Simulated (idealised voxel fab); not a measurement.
Documented hereafter: the process module known as voxel lift off.
Cross-section cut: width 270 nm, square cells of 5 nm.
For the purposes of this document, a cross-section shall be understood as a grid of square cells, specified as bands listed in top-to-bottom order, each band consisting of one or more rows of cells.
Quick guide to a band line: top height, bottom height (nm) up front; then every material left to right with its width in nm. Only one material and it's marked "everywhere"? Then it fills the band edge to edge. And "blank" just means empty space.
Heights are measured from 0, the level below which the as-received wafer is all one material; the lowest band has no bottom and continues downward, written as in "0 nm and below".
The two numbers in a width such as "30 to 40" mark its ends across the band: the first belongs to the top row of cells, the second to the bottom row, and from each row to the next the width moves by the same amount.
Key: "nothing different" - step with no changed cell in the cross-section.
You'll see "Internal closed voids" listing empty spaces that have no way open to the top, as long as they're 8 cells or more; the notation is width x height at distance, where the distance is from the left edge, and all of it is in nm.
It should be noted that, on the line of a given step, the content following the step's settings is a remark produced by the simulator itself with respect to that step.
For masked steps, "overlay nm" on the step line gives how far right of plan the mask actually lay; a minus sign means it lay to the left.
[List of planned process steps]
step 1: RECEIVE: material Si
step 2: CONFORMAL_DEP: material SiO2, thk nm 5
step 3: PATTERN: tone open, mask id LINES, material resist, width nm 25, pitch nm 50, thk nm 30, overlay nm 0
step 4: DIRECTIONAL_DEP: material Ru, thk nm 15
step 5: STRIP: etch materials resist
step 6: CONFORMAL_DEP: material SiO2, thk nm 5
varied across the wafers: thk nm of step 6. The plan shows the first wafer's value. All wafers start alike
[First wafer of several, as received: cross-section after step 1]
- 0 nm and below  Si everywhere
- Internal closed voids: none
[Note: the following table is arranged by wafer, a row apiece. Each row reports the end-of-module state: per material, cells gained (+) or cells lost (-) compared with the wafer as received; closed voids follow]
thk nm 5; +60 Ru; +132 SiO2; Internal closed voids: none
thk nm 10; +60 Ru; +210 SiO2; Internal closed voids: none
thk nm 15; +60 Ru; +279 SiO2; Internal closed voids: none
thk nm 20; +60 Ru; +339 SiO2; Internal closed voids: none
thk nm 25; +60 Ru; +399 SiO2; Internal closed voids: none
